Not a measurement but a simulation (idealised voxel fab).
Documented hereafter: the process module known as voxel double patterning.
Section shown: cut. Width: 195 nm. Cell size: 5 nm, square.
Just so we're on the same page, the cross-sections are grids of square cells, and they're listed out in bands top to bottom, each band one or more rows deep. Heights first: top, then bottom, in nm. Then materials, left to right, each with a width in nm. "everywhere" on a single material: fills the band edge to edge. "blank": empty space. Basically, 0 is our baseline, since under it the wafer straight out of the box is all one material. The bottom band has no lower end and keeps on going down, so it looks like "0 and below". Think of "30 to 40" as a width that walks from the first number to the second as you go down the band, top row to bottom row, taking equal-sized steps from row to row. You'll sometimes find "remained unchanged" written for a step, and that's the way of saying that nowhere in the cross-section did a cell change during that step. "Sealed cavities": empty spaces of 8 cells or more with no open way to the top, each given as width x height at distance, distance from the left edge, all in nm. Past the settings on a step's line: simulator remark, on that step. overlay nm: on a step with a mask, how far right of its planned place the mask lay; negative means left.

Process steps foreseen in the plan:
1 RECEIVE: material Si
2 CONFORMAL_DEP: material SiO2, thk nm 5
3 DIRECTIONAL_DEP: material polySi, thk nm 10
4 DIRECTIONAL_DEP: material SiCN, thk nm 10
5 MASKED_ETCH: tone open, mask id FIRST, width nm 15, pitch nm 50, etch materials SiCN, depth nm 10, overlay nm 0
6 PATTERN: tone open, mask id SECOND, material resist, width nm 15, thk nm 15, overlay nm 0
7 DIRECTIONAL_ETCH: etch materials SiCN, depth nm 10
8 STRIP: etch materials resist
9 DIRECTIONAL_ETCH: etch materials polySi, depth nm 10
10 STRIP: etch materials SiCN

This is the cross-section of the wafer as we received it, i.e. after step 1:
  0 and below: Si everywhere
  Sealed cavities: none

Cross-section, end of module. Start: as above. Plan: as above. Execution: one mistake:
  15 down to 10: polySi: 65, then blank: 15, then polySi: 10, then blank: 15, then polySi: 10, then blank: 15, then polySi: 65
  10 down to 5: polySi everywhere
  5 down to 0: SiO2 everywhere
  0 and below: Si everywhere
  Sealed cavities: none
Nonconformance to the process plan: note that step 9 departed from the planned setting and was carried out as DIRECTIONAL_ETCH: etch materials polySi, depth nm 5
